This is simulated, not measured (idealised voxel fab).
The document below concerns the process module designated voxel ribs on slabs.
Shown is cross-section cut, with a width of 215 nm and square cells of size 5 nm.
We lay out every cross-section as a grid of square cells and spell it out in bands from the top down, where one band means one or more rows of cells.
For a band, the entry starts with two heights in nm, that of the top and then that of the bottom, and carries on with the band's materials in order from left to right, each alongside its width in nm; the word "throughout" beside a single material means it fills the band edge to edge, and "air" means empty space.
We count height from 0. Below that, the starting wafer is all one material. The lowest band never ends at the bottom but goes on down; see "0 nm and below" for how that is written.
Quick explanation for "30..40": the width changes in equal steps down the rows of cells, from the first number in the band's top row to the second number in its bottom row.
Where the words "nothing got changed" appear for a step, the cross-section shows no cell changed by that step; every cell remained as before.
You'll see "Closed void list" listing empty spaces that have no way open to the top, as long as they're 8 cells or more; the notation is width x height at distance, where the distance is from the left edge, and all of it is in nm.
The remark found on a step's line after its settings is issued by the simulator itself and pertains to that step.
"overlay nm" denotes, for a step that has a mask, the displacement of the mask to the right of its planned place, with negative values corresponding to the left.

## Process steps - plan
- 1: RECEIVE (material Si)
- 2: DIRECTIONAL_DEP (material SiO2; thk nm 25)
- 3: DIRECTIONAL_DEP (material SiN; thk nm 15)
- 4: PATTERN (tone cover; mask id RIB; material resist; width nm 25; thk nm 15; overlay nm 0)
- 5: DIRECTIONAL_ETCH (etch materials SiN; depth nm 5)
- 6: STRIP (etch materials resist)
- 7: PATTERN (tone cover; mask id SLAB; material resist; width nm 55; thk nm 15; overlay nm 0)
- 8: DIRECTIONAL_ETCH (etch materials SiN; depth nm 10)
- 9: STRIP (etch materials resist)
- 10: FILL_DEP (material SiO2; thk nm 25)
- 11: CMP (height nm 60)
- 12: DIRECTIONAL_DEP (material TiN; thk nm 10)
- 13: DIRECTIONAL_DEP (material aC; thk nm 15)
- 14: PATTERN (tone cover; mask id HEATER; material resist; width nm 35; thk nm 35; overlay nm 0)
- 15: DIRECTIONAL_ETCH (etch materials aC; depth nm 15)
- 16: STRIP (etch materials resist)
- 17: DIRECTIONAL_ETCH (etch materials TiN; depth nm 10)
- 18: STRIP (etch materials aC)
- 19: CONFORMAL_DEP (material SiO2; thk nm 10)

## The first of a set of two wafers, run to plan

## Shown in cross-section is the wafer as received, that is, as it stands after step 1
0 nm and below | Si throughout
Closed void list: none

## Upon completion of step 2, the wafer appears in cross-section as shown
25 nm to 0 nm | SiO2 throughout
Beneath the level 0, the cross-section is identical to its previous state.

## Upon completion of step 3, the wafer appears in cross-section as shown
40 nm to 25 nm | SiN throughout
Beneath the level 25, the cross-section is identical to its previous state.

## Upon completion of step 4, the wafer appears in cross-section as shown
55 nm to 40 nm | air 95  resist 25  air 95
Beneath the level 40, the cross-section is identical to its previous state.

## Upon completion of step 5, the wafer appears in cross-section as shown
55 nm to 40 nm | air 95  resist 25  air 95
40 nm to 35 nm | air 95  SiN 25  air 95
Beneath the level 35, the cross-section is identical to its previous state.

## Upon completion of step 6, the wafer appears in cross-section as shown
40 nm to 35 nm | air 95  SiN 25  air 95
Beneath the level 35, the cross-section is identical to its previous state.

## Upon completion of step 7, the wafer appears in cross-section as shown
55 nm to 40 nm | air 80  resist 55  air 80
40 nm to 35 nm | air 80  resist 15  SiN 25  resist 15  air 80
Beneath the level 35, the cross-section is identical to its previous state.

## Upon completion of step 8, the wafer appears in cross-section as shown
55 nm to 40 nm | air 80  resist 55  air 80
40 nm to 35 nm | air 80  resist 15  SiN 25  resist 15  air 80
35 nm to 25 nm | air 80  SiN 55  air 80
Beneath the level 25, the cross-section is identical to its previous state.

## Upon completion of step 9, the wafer appears in cross-section as shown
40 nm to 35 nm | air 95  SiN 25  air 95
Beneath the level 35, the cross-section is identical to its previous state.

## Upon completion of step 10, the wafer appears in cross-section as shown
65 nm to 40 nm | SiO2 throughout
40 nm to 35 nm | SiO2 95  SiN 25  SiO2 95
35 nm to 25 nm | SiO2 80  SiN 55  SiO2 80
Beneath the level 25, the cross-section is identical to its previous state.

## Upon completion of step 11, the wafer appears in cross-section as shown
60 nm to 40 nm | SiO2 throughout
Beneath the level 40, the cross-section is identical to its previous state.

## Upon completion of step 12, the wafer appears in cross-section as shown
70 nm to 60 nm | TiN throughout
Beneath the level 60, the cross-section is identical to its previous state.

## Upon completion of step 13, the wafer appears in cross-section as shown
85 nm to 70 nm | aC throughout
Beneath the level 70, the cross-section is identical to its previous state.

## Upon completion of step 14, the wafer appears in cross-section as shown
120 nm to 85 nm | air 90  resist 35  air 90
Beneath the level 85, the cross-section is identical to its previous state.

## Upon completion of step 15, the wafer appears in cross-section as shown
105 nm to 85 nm | air 90  resist 35  air 90
85 nm to 70 nm | air 90  aC 35  air 90
Beneath the level 70, the cross-section is identical to its previous state.

## Upon completion of step 16, the wafer appears in cross-section as shown
85 nm to 70 nm | air 90  aC 35  air 90
Beneath the level 70, the cross-section is identical to its previous state.

## Upon completion of step 17, the wafer appears in cross-section as shown
85 nm to 70 nm | air 90  aC 35  air 90
70 nm to 60 nm | air 90  TiN 35  air 90
Beneath the level 60, the cross-section is identical to its previous state.

## Upon completion of step 18, the wafer appears in cross-section as shown
70 nm to 60 nm | air 90  TiN 35  air 90
Beneath the level 60, the cross-section is identical to its previous state.

## Upon completion of step 19, the wafer appears in cross-section as shown
80 nm to 70 nm | air 80  SiO2 55  air 80
70 nm to 60 nm | SiO2 90  TiN 35  SiO2 90
Beneath the level 60, the cross-section is identical to its previous state.

## Okay, second wafer. Nothing different at the start, nothing different in the plan, just one mistake somewhere in the running. As far as step 13, counting that step, it's the first wafer all over again

## Second wafer at the planned finish of step 14, seen in cross-section
120 nm to 85 nm | air 80  resist 35  air 100
Beneath the level 85, the cross-section is identical to its previous state.

## Second wafer at the planned finish of step 15, seen in cross-section
105 nm to 85 nm | air 80  resist 35  air 100
85 nm to 70 nm | air 80  aC 35  air 100
Beneath the level 70, the cross-section is identical to its previous state.

## Second wafer at the planned finish of step 16, seen in cross-section
85 nm to 70 nm | air 80  aC 35  air 100
Beneath the level 70, the cross-section is identical to its previous state.

## Second wafer at the planned finish of step 17, seen in cross-section
85 nm to 70 nm | air 80  aC 35  air 100
70 nm to 60 nm | air 80  TiN 35  air 100
Beneath the level 60, the cross-section is identical to its previous state.

## Second wafer at the planned finish of step 18, seen in cross-section
70 nm to 60 nm | air 80  TiN 35  air 100
Beneath the level 60, the cross-section is identical to its previous state.

## Second wafer at the planned finish of step 19, seen in cross-section
80 nm to 70 nm | air 70  SiO2 55  air 90
70 nm to 60 nm | SiO2 80  TiN 35  SiO2 100
Beneath the level 60, the cross-section is identical to its previous state.
Plan not followed: step 14: run off-plan, actual operation and settings PATTERN (tone cover; mask id HEATER; material resist; width nm 35; thk nm 35; overlay nm -10)
When the process is done, the second wafer contains the same cell count of every material as the first wafer, but distributed over other locations.
